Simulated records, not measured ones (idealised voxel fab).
This is a process module. Its name is voxel wiring stack.
The cross-section on display is named cut; it measures 195 nm wide, and its cells are 5 nm squares.
A cross-section is written here as square cells arranged in a grid, and it is given in bands from the top down, each band taking up one or more rows of cells. Each band's line starts with the height of the band's top and of its bottom, in nm. Then come its materials from left to right, each with its width in nm. One material with "all across" fills the band from edge to edge. "empty" is empty space. The level at which height equals 0 is the one under which the wafer, as it arrives, is entirely one material. No lower edge exists for the bottom band, which continues downward and is notated as in "0 nm and below". Quick explanation for "30..40": the width changes in equal steps down the rows of cells, from the first number in the band's top row to the second number in its bottom row. "no modifications" -> step changed no cross-section cell. So "Fully closed voids" is basically the list of trapped voids: any empty space of 8 cells or more that can't reach the top through an opening. They're written width x height at distance, the distance being from the left edge, and it's all nm. Past the settings on a step's line: simulator remark, on that step. A step's line can hold "overlay nm"; with a mask on that step, the setting says how far right of the planned place the mask lay, while a negative setting says it lay to the left.

Planned process steps:
1,RECEIVE,material Si
2,CONFORMAL_DEP,material SiO2,thk nm 15
3,CONFORMAL_DEP,material SiN,thk nm 5
4,DIRECTIONAL_DEP,material lowk,thk nm 25
5,PATTERN,tone open,mask id METAL_1,material resist,width nm 25,pitch nm 45,thk nm 20,overlay nm 0
6,DIRECTIONAL_ETCH,etch materials lowk,depth nm 25
7,DIRECTIONAL_ETCH,etch materials SiN,depth nm 5
8,STRIP,etch materials resist
9,CONFORMAL_DEP,material TiN,thk nm 5
10,FILL_DEP,material Cu,thk nm 5
11,CMP,height nm 45
12,CONFORMAL_DEP,material SiCN,thk nm 5
13,DIRECTIONAL_DEP,material SiO2,thk nm 10
14,MASKED_ETCH,tone open,mask id PLUG_1,width nm 15,pitch nm 90,etch materials SiO2,depth nm 10,overlay nm 0
15,MASKED_ETCH,tone open,mask id PLUG_1,width nm 15,pitch nm 90,etch materials SiCN,depth nm 5,overlay nm 0
16,EPI,material Ru,thk nm 10
17,EPI,material Ru,thk nm 5
18,CONFORMAL_DEP,material SiN,thk nm 5
19,DIRECTIONAL_DEP,material lowk,thk nm 15
20,PATTERN,tone open,mask id METAL_2,material resist,width nm 25,pitch nm 45,thk nm 15,overlay nm 0
21,DIRECTIONAL_ETCH,etch materials lowk,depth nm 15
22,DIRECTIONAL_ETCH,etch materials SiN,depth nm 5
23,STRIP,etch materials resist
24,CONFORMAL_DEP,material TiN,thk nm 5
25,FILL_DEP,material Cu,thk nm 5
26,CMP,height nm 80
27,CONFORMAL_DEP,material SiCN,thk nm 5

This is the cross-section of the wafer as we received it, i.e. after step 1:
- 0 nm and below | Si all across
- Fully closed voids: none

Result of the module, cross-sectioned: start per above, plan per above, one error in how it was run:
- 85 nm to 80 nm | SiCN all across
- 80 nm to 65 nm | lowk=15 | TiN=5 | Cu=15 | TiN=5 | lowk=20 | TiN=5 | Cu=15 | TiN=5 | lowk=20 | TiN=5 | Cu=15 | TiN=5 | lowk=20 | TiN=5 | Cu=15 | TiN=5 | lowk=20
- 65 nm to 60 nm | SiN=15 | TiN=25 | SiN=20 | TiN=25 | SiN=20 | TiN=25 | SiN=20 | TiN=25 | SiN=20
- 60 nm to 50 nm | SiO2=15 | Ru=15 | SiO2=75 | Ru=15 | SiO2=75
- 50 nm to 45 nm | SiCN=20 | Ru=10 | SiCN=80 | Ru=10 | SiCN=75
- 45 nm to 20 nm | lowk=15 | TiN=5 | Cu=15 | TiN=5 | lowk=20 | TiN=5 | Cu=15 | TiN=5 | lowk=20 | TiN=5 | Cu=15 | TiN=5 | lowk=20 | TiN=5 | Cu=15 | TiN=5 | lowk=20
- 20 nm to 15 nm | SiN=15 | TiN=25 | SiN=20 | TiN=25 | SiN=20 | TiN=25 | SiN=20 | TiN=25 | SiN=20
- 15 nm to 0 nm | SiO2 all across
- 0 nm and below | Si all across
- Fully closed voids: none
Nonconformance to the process plan: in deviation from the planned setting, step 15 was conducted as MASKED_ETCH,tone open,mask id PLUG_1,width nm 15,pitch nm 90,etch materials SiCN,depth nm 5,overlay nm 5
